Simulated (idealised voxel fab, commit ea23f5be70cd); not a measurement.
process module | voxel self aligned contacts
cross-section cut | 300 nm wide | cells 5 nm
A cross-section is a grid of square cells, given in bands from the top down. A band is one or more rows of cells.
Each band's line starts with the height of the band's top and of its bottom, in nm. Then come its materials from left to right, each with its width in nm. One material with "throughout" fills the band from edge to edge. "air" is empty space.
Height 0 is the level under which the wafer as received is all one material. The lowest band goes on downwards, as in "0 down".
A width such as "30 to 40" changes by the same amount from each row of cells to the next, from the band's top row to its bottom row.
"no change" after a step means that no cell of the cross-section changed.
closed voids: empty space of 8 cells or more with no open way to the top, each as width x height at its distance from the left edge, in nm
after a step's settings: what the simulator itself notes on the step
overlay nm, on a step with a mask: how far to the right of its planned place the mask lay; to the left if negative
Each pair below shows a cross-section before one step and the cross-section after it, down to the lowest band that changed. The line under each pair gives the step between them, with its settings. The pairs can come from different runs of this module on the same starting wafer, so a pair continues from the pair above only where its "before" says so.
before
  50 to 45: SiO2 throughout
  45 to 30: SiN 110 | SiO2 20 | SiN 35 | SiO2 20 | SiN 115
  30 to 0: polySi 105 | SiN 5 | SiO2 20 | SiN 5 | polySi 25 | SiN 5 | SiO2 20 | SiN 5 | polySi 110
  0 to -5: SiO2 throughout
  -5 down: Si throughout
  closed voids: none
after
  50 to 45: SiO2 130 | air 35 | SiO2 135
  below 45: unchanged
  closed voids: none
the step between: op MASKED_ETCH | tone open | mask id CONTACT | width nm 35 | etch materials SiO2 | depth nm 55 | overlay nm 0
before: the cross-section after the pair above
after
  55 to 50: TiN 135 | air 25 | TiN 140
  50 to 45: SiO2 130 | TiN 35 | SiO2 135
  below 45: unchanged
  closed voids: none
the step between: op CONFORMAL_DEP | material TiN | thk nm 5
before: the cross-section after the pair above
after
  60 to 55: Ru throughout
  55 to 50: TiN 135 | Ru 25 | TiN 140
  below 50: unchanged
  closed voids: none
the step between: op FILL_DEP | material Ru | thk nm 5
before: the cross-section after the pair above
after
  50 to 45: SiO2 130 | TiN 35 | SiO2 135
  below 45: unchanged
  closed voids: none
the step between: op CMP | height nm 50
before: the cross-section after the pair above
after
  55 to 50: SiCN throughout
  below 50: unchanged
  closed voids: none
the step between: op CONFORMAL_DEP | material SiCN | thk nm 5
